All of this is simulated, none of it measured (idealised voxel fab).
Process module in this document: voxel local oxidation
Xsec cut, 145 nm wide, square cell size 5 nm.
Notation: cross-section as square-cell grid; stated in bands, top first, going down; one or more cell rows per band.
Band: top height; bottom height; in nm. Then, left to right: material with width in nm, for each material. "full width": a single material spanning edge to edge. "air": empty space.
For the purposes of this specification, 0 denotes the height below which the wafer in its as-received condition is composed wholly of one material, and the lowermost band, lacking a lower limit, extends downward without end, as expressed in "0 nm and below".
Width "30->40": first value at the band's top row of cells, second value at its bottom row, equal change from row to row.
For the purposes of this document, the phrase "no change" attached to a step denotes that no cell within the cross-section was modified by that step.
Any empty space of 8 cells or more lacking an open way to the top shows up in "Tabulated closed voids" as width x height at distance, distance from the left edge, in nm.
Step line, after settings: the simulator's comment on this step.
A step's line can hold "overlay nm"; with a mask on that step, the setting says how far right of the planned place the mask lay, while a negative setting says it lay to the left.
Planned step list for the process:
step 1: RECEIVE,material Si
step 2: CONFORMAL_DEP,material SiO2,thk nm 5
step 3: CONFORMAL_DEP,material SiN,thk nm 10
step 4: PATTERN,tone cover,mask id ACTIVE,material resist,width nm 100,thk nm 20,overlay nm 0
step 5: DIRECTIONAL_ETCH,etch materials SiN,depth nm 10
step 6: STRIP,etch materials resist
step 7: SELECTIVE_ETCH,etch materials SiO2,depth nm 5
step 8: OXIDIZE,depth nm 15
step 9: STRIP,etch materials SiN
Step 1 complete: cross-section of the wafer as received:
0 nm and below | Si full width
Tabulated closed voids: none
Looking at the first of two wafers in cross-section at end of module - ran to plan:
5 nm to 0 nm | air=25, SiO2=90, air=30
0 nm to -15 nm | SiO2=40, Si=60, SiO2=45
-15 nm and below | Si full width
Tabulated closed voids: none
End-of-module cross-section of the second wafer: identical starting point and process plan to the first, with one processing mistake:
5 nm to 0 nm | air=20, SiO2=100, air=25
0 nm to -15 nm | SiO2=35, Si=70, SiO2=40
-15 nm and below | Si full width
Tabulated closed voids: none
Finding, execution versus plan: contrary to plan, step 4 was performed as PATTERN,tone cover,mask id ACTIVE,material resist,width nm 110,thk nm 20,overlay nm 0
FYI, end of process, the second wafer has more or fewer cells of some materials than the first: +6 Si; -4 SiO2
